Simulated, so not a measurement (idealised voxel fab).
Name of the process module below: voxel capacitor over wiring
cross-section cut | 235 nm wide | cells 5 nm
Cross-section format: a grid of square cells, given as bands from top to bottom; each band is one or more rows of cells.
Top height, bottom height, nm. Materials left to right, width each, nm. Single material + "edge to edge" = fills band edge to edge. "blank" = empty.
A quick word on heights: they are counted from 0, and under that level the wafer as it came to us is one material throughout. The lowest band is different from the rest in having no bottom; it simply continues downward, written as in "0 nm and below".
The notation "30->40" denotes a width that varies across the rows of cells in the band, beginning at the first number in the top row, finishing at the second number in the bottom row, and changing by an identical amount from each row to the next.
The cross-section has no changed cell in any step marked "nothing altered".
"Closed void roster" enumerates empty spaces isolated from the top, with no open way to it, that contain at least 8 cells, giving each as width x height at distance from the left edge, all three in nm.
Step line, after settings: the simulator's comment on this step.
On any step carrying a mask, the "overlay nm" setting, if present on the step's line, tells how far right of its planned place the mask lay; negative values point to the left.

PLANNED STEP LIST FOR THE PROCESS
1: op RECEIVE | material Si
2: op CONFORMAL_DEP | material SiO2 | thk nm 10
3: op DIRECTIONAL_DEP | material TiN | thk nm 5
4: op DIRECTIONAL_DEP | material Ru | thk nm 25
5: op DIRECTIONAL_DEP | material aC | thk nm 10
6: op PATTERN | tone cover | mask id METAL_1 | material resist | width nm 30 | pitch nm 80 | thk nm 25 | overlay nm 0
7: op DIRECTIONAL_ETCH | etch materials aC | depth nm 10
8: op STRIP | etch materials resist
9: op DIRECTIONAL_ETCH | etch materials Ru | depth nm 25
10: op DIRECTIONAL_ETCH | etch materials TiN | depth nm 5
11: op STRIP | etch materials aC
12: op CONFORMAL_DEP | material SiCN | thk nm 5
13: op FILL_DEP | material lowk | thk nm 10
14: op CMP | height nm 40
15: op CONFORMAL_DEP | material SiCN | thk nm 5
16: op DIRECTIONAL_DEP | material lowk | thk nm 10
17: op MASKED_ETCH | tone open | mask id PLUG_1 | width nm 15 | etch materials lowk | depth nm 10 | overlay nm 0
18: op MASKED_ETCH | tone open | mask id PLUG_1 | width nm 15 | etch materials SiCN | depth nm 5 | overlay nm 0
19: op CONFORMAL_DEP | material TiN | thk nm 5
20: op FILL_DEP | material Cu | thk nm 10
21: op CMP | height nm 55
22: op DIRECTIONAL_DEP | material TiN | thk nm 10
23: op DIRECTIONAL_DEP | material Al2O3 | thk nm 5
24: op DIRECTIONAL_DEP | material TiN | thk nm 5
25: op PATTERN | tone cover | mask id UPPER_PLATE | material resist | width nm 55 | thk nm 15 | overlay nm 0
26: op DIRECTIONAL_ETCH | etch materials TiN | depth nm 5
27: op DIRECTIONAL_ETCH | etch materials Al2O3 | depth nm 5
28: op STRIP | etch materials resist
29: op MASKED_ETCH | tone cover | mask id LOWER_PLATE | width nm 65 | etch materials TiN | depth nm 10 | overlay nm 0
30: op FILL_DEP | material SiO2 | thk nm 15
31: op CMP | height nm 85
32: op PATTERN | tone open | mask id PLUG_2 | material resist | width nm 15 | thk nm 20 | overlay nm 0
33: op DIRECTIONAL_ETCH | etch materials SiO2 | depth nm 10
34: op STRIP | etch materials resist
35: op CONFORMAL_DEP | material TiN | thk nm 5
36: op FILL_DEP | material Cu | thk nm 10
37: op CMP | height nm 85
38: op CONFORMAL_DEP | material SiN | thk nm 5

CROSS-SECTION, INCOMING MATERIAL, AFTER STEP 1
    0 nm and below  Si edge to edge
    Closed void roster: none

FIRST OF TWO WAFERS: CROSS-SECTION AT END OF MODULE, RUN PER PLAN
    90 nm to 85 nm  SiN edge to edge
    85 nm to 80 nm  SiO2 85 / TiN 5 / Cu 5 / TiN 5 / SiO2 135
    80 nm to 70 nm  SiO2 85->75 / TiN 15->55 / SiO2 135->105
    70 nm to 65 nm  SiO2 75 / Al2O3 55 / SiO2 105
    65 nm to 55 nm  SiO2 70 / TiN 65 / SiO2 100
    55 nm to 45 nm  lowk 75 / TiN 5 / Cu 5 / TiN 5 / lowk 145
    45 nm to 40 nm  SiCN 75 / TiN 15 / SiCN 145
    40 nm to 15 nm  lowk 55 / SiCN 5 / Ru 30 / SiCN 5 / lowk 40 / SiCN 5 / Ru 30 / SiCN 5 / lowk 60
    15 nm to 10 nm  SiCN 60 / TiN 30 / SiCN 50 / TiN 30 / SiCN 65
    10 nm to 0 nm  SiO2 edge to edge
    0 nm and below  Si edge to edge
    Closed void roster: none

SECOND WAFER AT THE END: LIKE START, LIKE PLAN, ONE MISTAKE
    90 nm to 85 nm  SiN edge to edge
    85 nm to 80 nm  SiO2 85 / TiN 5 / Cu 5 / TiN 5 / SiO2 135
    80 nm to 70 nm  SiO2 85->75 / TiN 15->55 / SiO2 135->105
    70 nm to 65 nm  SiO2 75 / Al2O3 55 / SiO2 105
    65 nm to 55 nm  SiO2 65 / TiN 65 / SiO2 105
    55 nm to 45 nm  lowk 75 / TiN 5 / Cu 5 / TiN 5 / lowk 145
    45 nm to 40 nm  SiCN 75 / TiN 15 / SiCN 145
    40 nm to 15 nm  lowk 55 / SiCN 5 / Ru 30 / SiCN 5 / lowk 40 / SiCN 5 / Ru 30 / SiCN 5 / lowk 60
    15 nm to 10 nm  SiCN 60 / TiN 30 / SiCN 50 / TiN 30 / SiCN 65
    10 nm to 0 nm  SiO2 edge to edge
    0 nm and below  Si edge to edge
    Closed void roster: none
Want to know what went wrong? the process deviated at step 29: the operation and settings actually run there were op MASKED_ETCH | tone cover | mask id LOWER_PLATE | width nm 65 | etch materials TiN | depth nm 10 | overlay nm -5
By the end, you'd get the same cell count for each material on either wafer, but the second wafer puts them somewhere else.
